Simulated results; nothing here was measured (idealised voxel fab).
The process module presented herein is designated voxel transistor to metal.
FYI the section here is cut, 275 nm wide, cells are 5 nm squares.
In what follows, cross-sections appear as grids of square cells, described through bands that run from the top down, where every band is one or more rows of cells.
This entry defines a band. It first specifies the height of the band's top and the height of its bottom in nm, and then specifies the band's materials from left to right, stating each material with its width in nm. The word "throughout" identifies a single material that fills the band from edge to edge, while the word "empty" identifies empty space.
We count height from 0. Below that, the starting wafer is all one material. The lowest band never ends at the bottom but goes on down; see "0 -> down" for how that is written.
Width spec "30 to 40" -> top row of cells at first value, bottom row at second value, equal per-row change in between.
"no modification" for a step: no cell of the cross-section changed in that step.
"Fully sealed voids": empty spaces of 8 cells or more with no open way to the top, each given as width x height at distance, distance from the left edge, all in nm.
after a step's settings: what the simulator itself notes on the step
Regarding "overlay nm": on a step with a mask, it is the distance the mask lay to the right of its planned place; a negative value places it to the left.
[List of planned process steps]
1 op RECEIVE | material Si
2 op CONFORMAL_DEP | material SiO2 | thk nm 5
3 op CONFORMAL_DEP | material SiN | thk nm 10
4 op PATTERN | tone cover | mask id ACTIVE | material resist | width nm 105 | pitch nm 125 | thk nm 15 | overlay nm 0
5 op DIRECTIONAL_ETCH | etch materials SiN | depth nm 10
6 op DIRECTIONAL_ETCH | etch materials SiO2 | depth nm 5
7 op DIRECTIONAL_ETCH | etch materials Si | depth nm 25
8 op STRIP | etch materials resist
9 op OXIDIZE | depth nm 5
10 op FILL_DEP | material SiO2 | thk nm 10
11 op CMP | height nm 15
12 op SELECTIVE_ETCH | etch materials SiO2 | depth nm 10
13 op STRIP | etch materials SiN
14 op SELECTIVE_ETCH | etch materials SiO2 | depth nm 5
15 op OXIDIZE | depth nm 5
16 op DIRECTIONAL_DEP | material polySi | thk nm 30
17 op DIRECTIONAL_DEP | material SiCN | thk nm 10
18 op MASKED_ETCH | tone cover | mask id GATE | width nm 25 | pitch nm 125 | etch materials SiCN | depth nm 20 | overlay nm 0
19 op MASKED_ETCH | tone cover | mask id GATE | width nm 25 | pitch nm 125 | etch materials polySi | depth nm 40 | overlay nm 0
20 op CONFORMAL_DEP | material SiO2 | thk nm 5
21 op DIRECTIONAL_ETCH | etch materials SiO2 | depth nm 5
22 op CONFORMAL_DEP | material SiN | thk nm 5
23 op DIRECTIONAL_ETCH | etch materials SiN | depth nm 5
24 op DIRECTIONAL_ETCH | etch materials SiO2 | depth nm 5
25 op DIRECTIONAL_ETCH | etch materials Si | depth nm 15
26 op EPI | material SiGe | thk nm 20
27 op FILL_DEP | material SiO2 | thk nm 5
28 op CMP | height nm 30
29 op STRIP | etch materials polySi
30 op SELECTIVE_ETCH | etch materials SiO2 | depth nm 5
31 op CONFORMAL_DEP | material HfO2 | thk nm 5
32 op CONFORMAL_DEP | material TiN | thk nm 5
33 op FILL_DEP | material W | thk nm 5
34 op CMP | height nm 25
35 op DIRECTIONAL_DEP | material SiO2 | thk nm 10
36 op PATTERN | tone open | mask id CONTACT | material resist | width nm 20 | thk nm 20 | overlay nm 0
37 op DIRECTIONAL_ETCH | etch materials SiO2 | depth nm 35
38 op STRIP | etch materials resist
39 op CONFORMAL_DEP | material TiN | thk nm 5
40 op FILL_DEP | material Ru | thk nm 10
41 op CMP | height nm 35
42 op DIRECTIONAL_DEP | material TiN | thk nm 5
43 op DIRECTIONAL_DEP | material Ru | thk nm 25
44 op DIRECTIONAL_DEP | material aC | thk nm 10
45 op PATTERN | tone cover | mask id METAL_1 | material resist | width nm 20 | thk nm 30 | overlay nm 0
46 op DIRECTIONAL_ETCH | etch materials aC | depth nm 10
47 op STRIP | etch materials resist
48 op DIRECTIONAL_ETCH | etch materials Ru | depth nm 25
49 op DIRECTIONAL_ETCH | etch materials TiN | depth nm 5
50 op STRIP | etch materials aC
51 op CONFORMAL_DEP | material SiN | thk nm 5
52 op FILL_DEP | material lowk | thk nm 10
53 op CMP | height nm 65
54 op CONFORMAL_DEP | material SiCN | thk nm 5
[As received (post step 1): cross-section]
0 -> down | Si throughout
Fully sealed voids: none
[Module complete - cross-section of the first of two wafers, run according to plan]
70 -> 65 | SiCN throughout
65 -> 40 | lowk 20 nm, then SiN 5 nm, then Ru 20 nm, then SiN 5 nm, then lowk 45 nm, then SiN 5 nm, then Ru 20 nm, then SiN 5 nm, then lowk 20 nm, then SiN 5 nm, then Ru 20 nm, then SiN 5 nm, then lowk 45 nm, then SiN 5 nm, then Ru 20 nm, then SiN 5 nm, then lowk 25 nm
40 -> 35 | SiN 25 nm, then TiN 20 nm, then SiN 55 nm, then TiN 20 nm, then SiN 30 nm, then TiN 20 nm, then SiN 55 nm, then TiN 20 nm, then SiN 30 nm
35 -> 25 | SiO2 25 nm, then TiN 5 nm, then Ru 10 nm, then TiN 5 nm, then SiO2 55 nm, then TiN 5 nm, then Ru 10 nm, then TiN 5 nm, then SiO2 30 nm, then TiN 5 nm, then Ru 10 nm, then TiN 5 nm, then SiO2 55 nm, then TiN 5 nm, then Ru 10 nm, then TiN 5 nm, then SiO2 30 nm
25 -> 20 | SiO2 25 nm, then TiN 5 nm, then Ru 10 nm, then TiN 5 nm, then SiO2 5 nm, then SiN 5 nm, then HfO2 5 nm, then TiN 5 nm, then W 15 nm, then TiN 5 nm, then HfO2 5 nm, then SiN 5 nm, then SiO2 5 nm, then TiN 5 nm, then Ru 10 nm, then TiN 5 nm, then SiO2 30 nm, then TiN 5 nm, then Ru 10 nm, then TiN 5 nm, then SiO2 5 nm, then SiN 5 nm, then HfO2 5 nm, then TiN 5 nm, then W 15 nm, then TiN 5 nm, then HfO2 5 nm, then SiN 5 nm, then SiO2 5 nm, then TiN 5 nm, then Ru 10 nm, then TiN 5 nm, then SiO2 30 nm
20 -> 15 | SiO2 25 nm, then TiN 20 nm, then SiO2 5 nm, then SiN 5 nm, then HfO2 5 nm, then TiN 5 nm, then W 15 nm, then TiN 5 nm, then HfO2 5 nm, then SiN 5 nm, then SiO2 5 nm, then TiN 20 nm, then SiO2 30 nm, then TiN 20 nm, then SiO2 5 nm, then SiN 5 nm, then HfO2 5 nm, then TiN 5 nm, then W 15 nm, then TiN 5 nm, then HfO2 5 nm, then SiN 5 nm, then SiO2 5 nm, then TiN 20 nm, then SiO2 30 nm
15 -> 5 | SiO2 25 nm, then TiN 5 nm, then SiGe 20 nm, then SiN 5 nm, then HfO2 5 nm, then TiN 5 nm, then W 15 nm, then TiN 5 nm, then HfO2 5 nm, then SiN 5 nm, then SiGe 20 nm, then TiN 5 nm, then SiO2 30 nm, then TiN 5 nm, then SiGe 20 nm, then SiN 5 nm, then HfO2 5 nm, then TiN 5 nm, then W 15 nm, then TiN 5 nm, then HfO2 5 nm, then SiN 5 nm, then SiGe 20 nm, then TiN 5 nm, then SiO2 30 nm
5 -> 0 | SiO2 25 nm, then TiN 5 nm, then SiGe 20 nm, then SiN 5 nm, then HfO2 5 nm, then TiN 25 nm, then HfO2 5 nm, then SiN 5 nm, then SiGe 20 nm, then TiN 5 nm, then SiO2 30 nm, then TiN 5 nm, then SiGe 20 nm, then SiN 5 nm, then HfO2 5 nm, then TiN 25 nm, then HfO2 5 nm, then SiN 5 nm, then SiGe 20 nm, then TiN 5 nm, then SiO2 30 nm
0 -> -5 | SiO2 20 nm, then SiGe 30 nm, then SiO2 5 nm, then HfO2 35 nm, then SiO2 5 nm, then SiGe 30 nm, then SiO2 20 nm, then SiGe 30 nm, then SiO2 5 nm, then HfO2 35 nm, then SiO2 5 nm, then SiGe 30 nm, then SiO2 25 nm
-5 -> -20 | SiO2 25 nm, then SiGe 25 nm, then Si 45 nm, then SiGe 25 nm, then SiO2 30 nm, then SiGe 25 nm, then Si 45 nm, then SiGe 25 nm, then SiO2 30 nm
-20 -> -30 | SiO2 25 nm, then Si 95 nm, then SiO2 30 nm, then Si 95 nm, then SiO2 30 nm
-30 -> down | Si throughout
Fully sealed voids: none
[Second wafer of the two, sectioned at the end of the module. It began like the first and followed the same plan, but one mistake was made while running it]
70 -> 65 | SiCN throughout
65 -> 40 | Ru 25 nm, then SiN 5 nm, then lowk 10 nm, then SiN 5 nm, then Ru 55 nm, then SiN 5 nm, then lowk 10 nm, then SiN 5 nm, then Ru 30 nm, then SiN 5 nm, then lowk 10 nm, then SiN 5 nm, then Ru 55 nm, then SiN 5 nm, then lowk 10 nm, then SiN 5 nm, then Ru 30 nm
40 -> 35 | TiN 25 nm, then SiN 20 nm, then TiN 55 nm, then SiN 20 nm, then TiN 30 nm, then SiN 20 nm, then TiN 55 nm, then SiN 20 nm, then TiN 30 nm
35 -> 25 | SiO2 25 nm, then TiN 5 nm, then Ru 10 nm, then TiN 5 nm, then SiO2 55 nm, then TiN 5 nm, then Ru 10 nm, then TiN 5 nm, then SiO2 30 nm, then TiN 5 nm, then Ru 10 nm, then TiN 5 nm, then SiO2 55 nm, then TiN 5 nm, then Ru 10 nm, then TiN 5 nm, then SiO2 30 nm
25 -> 20 | SiO2 25 nm, then TiN 5 nm, then Ru 10 nm, then TiN 5 nm, then SiO2 5 nm, then SiN 5 nm, then HfO2 5 nm, then TiN 5 nm, then W 15 nm, then TiN 5 nm, then HfO2 5 nm, then SiN 5 nm, then SiO2 5 nm, then TiN 5 nm, then Ru 10 nm, then TiN 5 nm, then SiO2 30 nm, then TiN 5 nm, then Ru 10 nm, then TiN 5 nm, then SiO2 5 nm, then SiN 5 nm, then HfO2 5 nm, then TiN 5 nm, then W 15 nm, then TiN 5 nm, then HfO2 5 nm, then SiN 5 nm, then SiO2 5 nm, then TiN 5 nm, then Ru 10 nm, then TiN 5 nm, then SiO2 30 nm
20 -> 15 | SiO2 25 nm, then TiN 20 nm, then SiO2 5 nm, then SiN 5 nm, then HfO2 5 nm, then TiN 5 nm, then W 15 nm, then TiN 5 nm, then HfO2 5 nm, then SiN 5 nm, then SiO2 5 nm, then TiN 20 nm, then SiO2 30 nm, then TiN 20 nm, then SiO2 5 nm, then SiN 5 nm, then HfO2 5 nm, then TiN 5 nm, then W 15 nm, then TiN 5 nm, then HfO2 5 nm, then SiN 5 nm, then SiO2 5 nm, then TiN 20 nm, then SiO2 30 nm
15 -> 5 | SiO2 25 nm, then TiN 5 nm, then SiGe 20 nm, then SiN 5 nm, then HfO2 5 nm, then TiN 5 nm, then W 15 nm, then TiN 5 nm, then HfO2 5 nm, then SiN 5 nm, then SiGe 20 nm, then TiN 5 nm, then SiO2 30 nm, then TiN 5 nm, then SiGe 20 nm, then SiN 5 nm, then HfO2 5 nm, then TiN 5 nm, then W 15 nm, then TiN 5 nm, then HfO2 5 nm, then SiN 5 nm, then SiGe 20 nm, then TiN 5 nm, then SiO2 30 nm
5 -> 0 | SiO2 25 nm, then TiN 5 nm, then SiGe 20 nm, then SiN 5 nm, then HfO2 5 nm, then TiN 25 nm, then HfO2 5 nm, then SiN 5 nm, then SiGe 20 nm, then TiN 5 nm, then SiO2 30 nm, then TiN 5 nm, then SiGe 20 nm, then SiN 5 nm, then HfO2 5 nm, then TiN 25 nm, then HfO2 5 nm, then SiN 5 nm, then SiGe 20 nm, then TiN 5 nm, then SiO2 30 nm
0 -> -5 | SiO2 20 nm, then SiGe 30 nm, then SiO2 5 nm, then HfO2 35 nm, then SiO2 5 nm, then SiGe 30 nm, then SiO2 20 nm, then SiGe 30 nm, then SiO2 5 nm, then HfO2 35 nm, then SiO2 5 nm, then SiGe 30 nm, then SiO2 25 nm
-5 -> -20 | SiO2 25 nm, then SiGe 25 nm, then Si 45 nm, then SiGe 25 nm, then SiO2 30 nm, then SiGe 25 nm, then Si 45 nm, then SiGe 25 nm, then SiO2 30 nm
-20 -> -30 | SiO2 25 nm, then Si 95 nm, then SiO2 30 nm, then Si 95 nm, then SiO2 30 nm
-30 -> down | Si throughout
Fully sealed voids: none
Here's what went sideways: step 45 deviated from plan and actually ran as op PATTERN | tone open | mask id METAL_1 | material resist | width nm 20 | thk nm 30 | overlay nm 0
At the finish, the second wafer shows more or fewer cells for some materials than the first does: +115 Ru, -23 SiN, +23 TiN, -115 lowk
